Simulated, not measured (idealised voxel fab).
Process module heading - voxel capacitor over wiring
It is cross-section cut that appears here, measuring 155 nm in width, its square cells being 5 nm in size.
If you're reading a cross-section in this doc, picture square cells in a grid; it comes to you as bands, top ones listed first down to the bottom, and a band can be one or more rows of cells. Top, bottom (nm), then materials left to right with widths (nm); lone material tagged "throughout" fills the whole band edge to edge; "blank" = empty space. Height reference: 0 = level under which incoming wafer is all one material. Lowest band: no bottom, runs on downward, e.g. "top 0, no bottom". So if you see something like "30 to 40" for the width, read it as the top row of the band sitting at the first number and the bottom row at the second, with every row in between moving by the same amount as the last. "same as before" for a step: no cell of the cross-section changed in that step. "Enclosed cavities" - sealed voids, min. 8 cells, no opening to top; format: width x height at distance (distance from left edge; nm throughout). On each step's line, the part that comes after the settings is the simulator's own comment on the step. overlay nm: on a step with a mask, how far right of its planned place the mask lay; negative means left.
### So here's the lineup of process steps we planned
step 1: RECEIVE: material Si
step 2: CONFORMAL_DEP: material SiO2, thk nm 10
step 3: DIRECTIONAL_DEP: material TiN, thk nm 5
step 4: DIRECTIONAL_DEP: material Ru, thk nm 25
step 5: MASKED_ETCH: tone cover, mask id METAL_1, width nm 30, pitch nm 85, etch materials Ru, depth nm 25, overlay nm 0
step 6: MASKED_ETCH: tone cover, mask id METAL_1, width nm 30, pitch nm 85, etch materials TiN, depth nm 5, overlay nm 0
step 7: CONFORMAL_DEP: material SiN, thk nm 5
step 8: FILL_DEP: material lowk, thk nm 5
step 9: CMP: height nm 40
step 10: CONFORMAL_DEP: material SiCN, thk nm 5
step 11: DIRECTIONAL_DEP: material SiO2, thk nm 20
step 12: PATTERN: tone open, mask id PLUG_1, material resist, width nm 15, thk nm 20, overlay nm 0
step 13: DIRECTIONAL_ETCH: etch materials SiO2, depth nm 20
step 14: DIRECTIONAL_ETCH: etch materials SiCN, depth nm 5
step 15: STRIP: etch materials resist
step 16: EPI: material Ru, thk nm 10
step 17: EPI: material Ru, thk nm 10
step 18: EPI: material Ru, thk nm 5
step 19: DIRECTIONAL_DEP: material TiN, thk nm 10
step 20: DIRECTIONAL_DEP: material Al2O3, thk nm 5
step 21: DIRECTIONAL_DEP: material TiN, thk nm 10
step 22: MASKED_ETCH: tone cover, mask id UPPER_PLATE, width nm 60, etch materials TiN, depth nm 10, overlay nm 0
step 23: MASKED_ETCH: tone cover, mask id UPPER_PLATE, width nm 60, etch materials Al2O3, depth nm 5, overlay nm 0
step 24: MASKED_ETCH: tone cover, mask id LOWER_PLATE, width nm 70, etch materials TiN, depth nm 10, overlay nm 0
step 25: FILL_DEP: material SiO2, thk nm 15
step 26: CMP: height nm 100
step 27: MASKED_ETCH: tone open, mask id PLUG_2, width nm 15, etch materials SiO2, depth nm 10, overlay nm 0
step 28: CONFORMAL_DEP: material TiN, thk nm 5
step 29: FILL_DEP: material Cu, thk nm 10
step 30: CMP: height nm 100
step 31: CONFORMAL_DEP: material SiCN, thk nm 5
### What follows covers the first of two wafers; it ran as planned
### Cross-section of the wafer upon arrival, representing the state reached after step 1
top 0, no bottom = Si throughout
Enclosed cavities: none
### The following cross-section depicts the wafer upon completion of step 2
top 10, bottom 0 = SiO2 throughout
below 0: unchanged
### The following cross-section depicts the wafer upon completion of step 3
top 15, bottom 10 = TiN throughout
below 10: unchanged
### The following cross-section depicts the wafer upon completion of step 4
top 40, bottom 15 = Ru throughout
below 15: unchanged
### The following cross-section depicts the wafer upon completion of step 5
top 40, bottom 15 = 20 nm blank, then 30 nm Ru, then 55 nm blank, then 30 nm Ru, then 20 nm blank
below 15: unchanged
### The following cross-section depicts the wafer upon completion of step 6
top 40, bottom 15 = 20 nm blank, then 30 nm Ru, then 55 nm blank, then 30 nm Ru, then 20 nm blank
top 15, bottom 10 = 20 nm blank, then 30 nm TiN, then 55 nm blank, then 30 nm TiN, then 20 nm blank
below 10: unchanged
### The following cross-section depicts the wafer upon completion of step 7
top 45, bottom 40 = 15 nm blank, then 40 nm SiN, then 45 nm blank, then 40 nm SiN, then 15 nm blank
top 40, bottom 15 = 15 nm blank, then 5 nm SiN, then 30 nm Ru, then 5 nm SiN, then 45 nm blank, then 5 nm SiN, then 30 nm Ru, then 5 nm SiN, then 15 nm blank
top 15, bottom 10 = 20 nm SiN, then 30 nm TiN, then 55 nm SiN, then 30 nm TiN, then 20 nm SiN
below 10: unchanged
### The following cross-section depicts the wafer upon completion of step 8
top 50, bottom 45 = lowk throughout
top 45, bottom 40 = 15 nm lowk, then 40 nm SiN, then 45 nm lowk, then 40 nm SiN, then 15 nm lowk
top 40, bottom 15 = 15 nm lowk, then 5 nm SiN, then 30 nm Ru, then 5 nm SiN, then 45 nm lowk, then 5 nm SiN, then 30 nm Ru, then 5 nm SiN, then 15 nm lowk
below 15: unchanged
### The following cross-section depicts the wafer upon completion of step 9
top 40, bottom 15 = 15 nm lowk, then 5 nm SiN, then 30 nm Ru, then 5 nm SiN, then 45 nm lowk, then 5 nm SiN, then 30 nm Ru, then 5 nm SiN, then 15 nm lowk
below 15: unchanged
### The following cross-section depicts the wafer upon completion of step 10
top 45, bottom 40 = SiCN throughout
below 40: unchanged
### The following cross-section depicts the wafer upon completion of step 11
top 65, bottom 45 = SiO2 throughout
below 45: unchanged
### The following cross-section depicts the wafer upon completion of step 12
top 85, bottom 65 = 35 nm resist, then 15 nm blank, then 105 nm resist
below 65: unchanged
### The following cross-section depicts the wafer upon completion of step 13
top 85, bottom 65 = 35 nm resist, then 15 nm blank, then 105 nm resist
top 65, bottom 45 = 35 nm SiO2, then 15 nm blank, then 105 nm SiO2
below 45: unchanged
### The following cross-section depicts the wafer upon completion of step 14
top 85, bottom 65 = 35 nm resist, then 15 nm blank, then 105 nm resist
top 65, bottom 45 = 35 nm SiO2, then 15 nm blank, then 105 nm SiO2
top 45, bottom 40 = 35 nm SiCN, then 15 nm blank, then 105 nm SiCN
below 40: unchanged
### The following cross-section depicts the wafer upon completion of step 15
top 65, bottom 45 = 35 nm SiO2, then 15 nm blank, then 105 nm SiO2
below 45: unchanged
### The following cross-section depicts the wafer upon completion of step 16
top 65, bottom 50 = 35 nm SiO2, then 15 nm blank, then 105 nm SiO2
top 50, bottom 45 = 35 nm SiO2, then 15 nm Ru, then 105 nm SiO2
top 45, bottom 40 = 35 nm SiCN, then 15 nm Ru, then 105 nm SiCN
below 40: unchanged
### The following cross-section depicts the wafer upon completion of step 17
top 65, bottom 60 = 35 nm SiO2, then 15 nm blank, then 105 nm SiO2
top 60, bottom 45 = 35 nm SiO2, then 15 nm Ru, then 105 nm SiO2
below 45: unchanged
### The following cross-section depicts the wafer upon completion of step 18
top 65, bottom 45 = 35 nm SiO2, then 15 nm Ru, then 105 nm SiO2
below 45: unchanged
### The following cross-section depicts the wafer upon completion of step 19
top 75, bottom 65 = TiN throughout
below 65: unchanged
### The following cross-section depicts the wafer upon completion of step 20
top 80, bottom 75 = Al2O3 throughout
below 75: unchanged
### The following cross-section depicts the wafer upon completion of step 21
top 90, bottom 80 = TiN throughout
below 80: unchanged
### The following cross-section depicts the wafer upon completion of step 22
top 90, bottom 80 = 35 nm blank, then 60 nm TiN, then 60 nm blank
below 80: unchanged
### The following cross-section depicts the wafer upon completion of step 23
top 90, bottom 80 = 35 nm blank, then 60 nm TiN, then 60 nm blank
top 80, bottom 75 = 35 nm blank, then 60 nm Al2O3, then 60 nm blank
below 75: unchanged
### The following cross-section depicts the wafer upon completion of step 24
top 90, bottom 80 = 35 nm blank, then 60 nm TiN, then 60 nm blank
top 80, bottom 75 = 35 nm blank, then 60 nm Al2O3, then 60 nm blank
top 75, bottom 65 = 30 nm blank, then 70 nm TiN, then 55 nm blank
below 65: unchanged
### The following cross-section depicts the wafer upon completion of step 25
top 105, bottom 90 = SiO2 throughout
top 90, bottom 80 = 35 nm SiO2, then 60 nm TiN, then 60 nm SiO2
top 80, bottom 75 = 35 nm SiO2, then 60 nm Al2O3, then 60 nm SiO2
top 75, bottom 65 = 30 nm SiO2, then 70 nm TiN, then 55 nm SiO2
below 65: unchanged
### The following cross-section depicts the wafer upon completion of step 26
top 100, bottom 90 = SiO2 throughout
below 90: unchanged
### The following cross-section depicts the wafer upon completion of step 27
top 100, bottom 90 = 45 nm SiO2, then 15 nm blank, then 95 nm SiO2
below 90: unchanged
### The following cross-section depicts the wafer upon completion of step 28
top 105, bottom 100 = 50 nm TiN, then 5 nm blank, then 100 nm TiN
top 100, bottom 95 = 45 nm SiO2, then 5 nm TiN, then 5 nm blank, then 5 nm TiN, then 95 nm SiO2
top 95, bottom 90 = 45 nm SiO2, then 15 nm TiN, then 95 nm SiO2
below 90: unchanged
### The following cross-section depicts the wafer upon completion of step 29
top 115, bottom 105 = Cu throughout
top 105, bottom 100 = 50 nm TiN, then 5 nm Cu, then 100 nm TiN
top 100, bottom 95 = 45 nm SiO2, then 5 nm TiN, then 5 nm Cu, then 5 nm TiN, then 95 nm SiO2
below 95: unchanged
### The following cross-section depicts the wafer upon completion of step 30
top 100, bottom 95 = 45 nm SiO2, then 5 nm TiN, then 5 nm Cu, then 5 nm TiN, then 95 nm SiO2
below 95: unchanged
### The following cross-section depicts the wafer upon completion of step 31
top 105, bottom 100 = SiCN throughout
below 100: unchanged
### The remaining wafer, second of the two, started like the first and was run to the same plan, except that one mistake was made along the way; the two coincide through step 2, inclusive
### Second wafer, section view, time point: scheduled end of step 3
top 35, bottom 10 = Ru throughout
below 10: unchanged
### Second wafer, section view, time point: scheduled end of step 4
top 40, bottom 35 = TiN throughout
below 35: unchanged
Second wafer, section view, time point: scheduled end of step 5: same as before
### Second wafer, section view, time point: scheduled end of step 6
top 40, bottom 35 = 20 nm blank, then 30 nm TiN, then 55 nm blank, then 30 nm TiN, then 20 nm blank
below 35: unchanged
### Second wafer, section view, time point: scheduled end of step 7
top 45, bottom 40 = 15 nm blank, then 40 nm SiN, then 45 nm blank, then 40 nm SiN, then 15 nm blank
top 40, bottom 35 = 20 nm SiN, then 30 nm TiN, then 55 nm SiN, then 30 nm TiN, then 20 nm SiN
below 35: unchanged
### Second wafer, section view, time point: scheduled end of step 8
top 50, bottom 45 = lowk throughout
top 45, bottom 40 = 15 nm lowk, then 40 nm SiN, then 45 nm lowk, then 40 nm SiN, then 15 nm lowk
below 40: unchanged
### Second wafer, section view, time point: scheduled end of step 9
top 40, bottom 35 = 20 nm SiN, then 30 nm TiN, then 55 nm SiN, then 30 nm TiN, then 20 nm SiN
below 35: unchanged
### Second wafer, section view, time point: scheduled end of step 10
top 45, bottom 40 = SiCN throughout
below 40: unchanged
### Second wafer, section view, time point: scheduled end of step 11
top 65, bottom 45 = SiO2 throughout
below 45: unchanged
### Second wafer, section view, time point: scheduled end of step 12
top 85, bottom 65 = 35 nm resist, then 15 nm blank, then 105 nm resist
below 65: unchanged
### Second wafer, section view, time point: scheduled end of step 13
top 85, bottom 65 = 35 nm resist, then 15 nm blank, then 105 nm resist
top 65, bottom 45 = 35 nm SiO2, then 15 nm blank, then 105 nm SiO2
below 45: unchanged
### Second wafer, section view, time point: scheduled end of step 14
top 85, bottom 65 = 35 nm resist, then 15 nm blank, then 105 nm resist
top 65, bottom 45 = 35 nm SiO2, then 15 nm blank, then 105 nm SiO2
top 45, bottom 40 = 35 nm SiCN, then 15 nm blank, then 105 nm SiCN
below 40: unchanged
### Second wafer, section view, time point: scheduled end of step 15
top 65, bottom 45 = 35 nm SiO2, then 15 nm blank, then 105 nm SiO2
below 45: unchanged
### Second wafer, section view, time point: scheduled end of step 16
top 65, bottom 50 = 35 nm SiO2, then 15 nm blank, then 105 nm SiO2
top 50, bottom 45 = 35 nm SiO2, then 15 nm Ru, then 105 nm SiO2
top 45, bottom 40 = 35 nm SiCN, then 15 nm Ru, then 105 nm SiCN
below 40: unchanged
### Second wafer, section view, time point: scheduled end of step 17
top 65, bottom 60 = 35 nm SiO2, then 15 nm blank, then 105 nm SiO2
top 60, bottom 45 = 35 nm SiO2, then 15 nm Ru, then 105 nm SiO2
below 45: unchanged
### Second wafer, section view, time point: scheduled end of step 18
top 65, bottom 45 = 35 nm SiO2, then 15 nm Ru, then 105 nm SiO2
below 45: unchanged
### Second wafer, section view, time point: scheduled end of step 19
top 75, bottom 65 = TiN throughout
below 65: unchanged
### Second wafer, section view, time point: scheduled end of step 20
top 80, bottom 75 = Al2O3 throughout
below 75: unchanged
### Second wafer, section view, time point: scheduled end of step 21
top 90, bottom 80 = TiN throughout
below 80: unchanged
### Second wafer, section view, time point: scheduled end of step 22
top 90, bottom 80 = 35 nm blank, then 60 nm TiN, then 60 nm blank
below 80: unchanged
### Second wafer, section view, time point: scheduled end of step 23
top 90, bottom 80 = 35 nm blank, then 60 nm TiN, then 60 nm blank
top 80, bottom 75 = 35 nm blank, then 60 nm Al2O3, then 60 nm blank
below 75: unchanged
### Second wafer, section view, time point: scheduled end of step 24
top 90, bottom 80 = 35 nm blank, then 60 nm TiN, then 60 nm blank
top 80, bottom 75 = 35 nm blank, then 60 nm Al2O3, then 60 nm blank
top 75, bottom 65 = 30 nm blank, then 70 nm TiN, then 55 nm blank
below 65: unchanged
### Second wafer, section view, time point: scheduled end of step 25
top 105, bottom 90 = SiO2 throughout
top 90, bottom 80 = 35 nm SiO2, then 60 nm TiN, then 60 nm SiO2
top 80, bottom 75 = 35 nm SiO2, then 60 nm Al2O3, then 60 nm SiO2
top 75, bottom 65 = 30 nm SiO2, then 70 nm TiN, then 55 nm SiO2
below 65: unchanged
### Second wafer, section view, time point: scheduled end of step 26
top 100, bottom 90 = SiO2 throughout
below 90: unchanged
### Second wafer, section view, time point: scheduled end of step 27
top 100, bottom 90 = 45 nm SiO2, then 15 nm blank, then 95 nm SiO2
below 90: unchanged
### Second wafer, section view, time point: scheduled end of step 28
top 105, bottom 100 = 50 nm TiN, then 5 nm blank, then 100 nm TiN
top 100, bottom 95 = 45 nm SiO2, then 5 nm TiN, then 5 nm blank, then 5 nm TiN, then 95 nm SiO2
top 95, bottom 90 = 45 nm SiO2, then 15 nm TiN, then 95 nm SiO2
below 90: unchanged
### Second wafer, section view, time point: scheduled end of step 29
top 115, bottom 105 = Cu throughout
top 105, bottom 100 = 50 nm TiN, then 5 nm Cu, then 100 nm TiN
top 100, bottom 95 = 45 nm SiO2, then 5 nm TiN, then 5 nm Cu, then 5 nm TiN, then 95 nm SiO2
below 95: unchanged
### Second wafer, section view, time point: scheduled end of step 30
top 100, bottom 95 = 45 nm SiO2, then 5 nm TiN, then 5 nm Cu, then 5 nm TiN, then 95 nm SiO2
below 95: unchanged
### Second wafer, section view, time point: scheduled end of step 31
top 105, bottom 100 = SiCN throughout
below 100: unchanged
Deviation noted in wafer processing: steps 3 and 4 of the plan were each performed in the slot designated for the other
Final comparison by cell count, materials where the second wafer has more or fewer than the first: Ru: 95 more; SiN: 20 fewer; lowk: 75 fewer
